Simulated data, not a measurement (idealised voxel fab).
Module name: voxel spacer lines (process module)
The cross-section on display is named cut; it measures 165 nm wide, and its cells are 5 nm squares.
Each cross-section below is a grid of square cells, stated as bands in top-down order, with one or more rows of cells making up each band.
Top height, bottom height, nm. Materials left to right, width each, nm. Single material + "all across" = fills band edge to edge. "empty" = empty.
Height 0 is the level under which the wafer as received is all one material. The lowest band goes on downwards, as in "0 down".
Top row gets the first number, bottom row gets the second, and each row in between changes by the same step: that is how a band width like "30..40" works.
What does "no change" mean for a step? It means no cell of the cross-section changed in that step.
"Closed void entries" specifies each empty space that is not open to the top and that occupies no fewer than 8 cells, using the form width x height at distance, the distance measured from the left edge and all three quantities in nm.
Formally, on a step line, whatever follows the settings is a remark that the simulator itself makes on the step.
What "overlay nm" on a step's line means: if the step has a mask, that mask lay this far to the right of its planned place, or, when the value is negative, to the left.

-- So here's the lineup of process steps we planned
| 1 | RECEIVE, material Si |
| 2 | CONFORMAL_DEP, material SiO2, thk nm 5 |
| 3 | DIRECTIONAL_DEP, material W, thk nm 20 |
| 4 | DIRECTIONAL_DEP, material polySi, thk nm 30 |
| 5 | PATTERN, tone cover, mask id MANDREL, material resist, width nm 20, pitch nm 60, thk nm 40, overlay nm 0 |
| 6 | DIRECTIONAL_ETCH, etch materials polySi, depth nm 30 |
| 7 | STRIP, etch materials resist |
| 8 | CONFORMAL_DEP, material SiN, thk nm 10 |
| 9 | DIRECTIONAL_ETCH, etch materials SiN, depth nm 10 |
| 10 | STRIP, etch materials polySi |
| 11 | DIRECTIONAL_ETCH, etch materials W, depth nm 20 |
| 12 | STRIP, etch materials SiN |

-- As-received state of the wafer in cross-section, equivalent to post-step 1
    0 down  Si all across
    Closed void entries: none

-- Wafer at module end, in section. Began as above, planned as above, run with one mistake
    45 to 25  empty (30); W (10); empty (20); W (10); empty (20); W (10); empty (20); W (10); empty (35)
    25 to 5  W all across
    5 to 0  SiO2 all across
    0 down  Si all across
    Closed void entries: none
Error vs. plan: step 3 of the plan saw execution twice
